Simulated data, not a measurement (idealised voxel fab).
Process module name: voxel fin reveal
Cross-section cut: width 240 nm, square cells of 5 nm.
Reading order for cross-sections: top band down to bottom band. Underlying form: a grid of square cells. Band size: one or more rows of cells. It is stipulated that each band's entry specify, in nanometres, the height of the top of the band and then that of its bottom, followed by the materials of the band in left-to-right sequence, each together with its width in nanometres. A single material marked by the word "full width" is understood to fill the band from edge to edge; the word "empty" is understood to denote empty space. We count height from 0. Below that, the starting wafer is all one material. The lowest band never ends at the bottom but goes on down; see "z 0 and below" for how that is written. It should be noted that a width expressed as "30->40" varies in equal increments from row to row of cells within the band, taking the value of the first number at the top row and that of the second number at the bottom row. Step note "stayed the same" = no cross-section cell changed. In the "Sealed internal cavities" entry, you get each enclosed empty space of 8 cells or more, one with no open way to the top, written width x height at distance, distance from the left edge, in nm. That trailing text on a step's line, after the settings, is the simulator's own remark on the step. "overlay nm" denotes, for a step that has a mask, the displacement of the mask to the right of its planned place, with negative values corresponding to the left.

These are the steps we planned for the process:
| 1 | RECEIVE | material Si |
| 2 | CONFORMAL_DEP | material SiN | thk nm 5 |
| 3 | MASKED_ETCH | tone cover | mask id FINS | width nm 15 | pitch nm 45 | etch materials SiN | depth nm 5 | overlay nm 0 |
| 4 | MASKED_ETCH | tone cover | mask id FINS | width nm 15 | pitch nm 45 | etch materials Si | depth nm 35 | overlay nm 0 |
| 5 | OXIDIZE | depth nm 5 |
| 6 | FILL_DEP | material SiO2 | thk nm 10 |
| 7 | CMP | height nm 5 |
| 8 | SELECTIVE_ETCH | etch materials SiO2 | depth nm 15 |
| 9 | STRIP | etch materials SiN |

As-received state of the wafer in cross-section, equivalent to post-step 1:
	z 0 and below  Si full width
	Sealed internal cavities: none

Cross-section, end of module. Start: as above. Plan: as above. Execution: one mistake:
	z 0 to -10  empty=45 | Si=15 | empty=30 | Si=15 | empty=30 | Si=15 | empty=30 | Si=15 | empty=45
	z -10 to -40  SiO2=45 | Si=15 | SiO2=30 | Si=15 | SiO2=30 | Si=15 | SiO2=30 | Si=15 | SiO2=45
	z -40 and below  Si full width
	Sealed internal cavities: none
Misprocessing identified: step 3 off recipe, ran as MASKED_ETCH | tone cover | mask id FINS | width nm 25 | pitch nm 45 | etch materials SiN | depth nm 5 | overlay nm 0
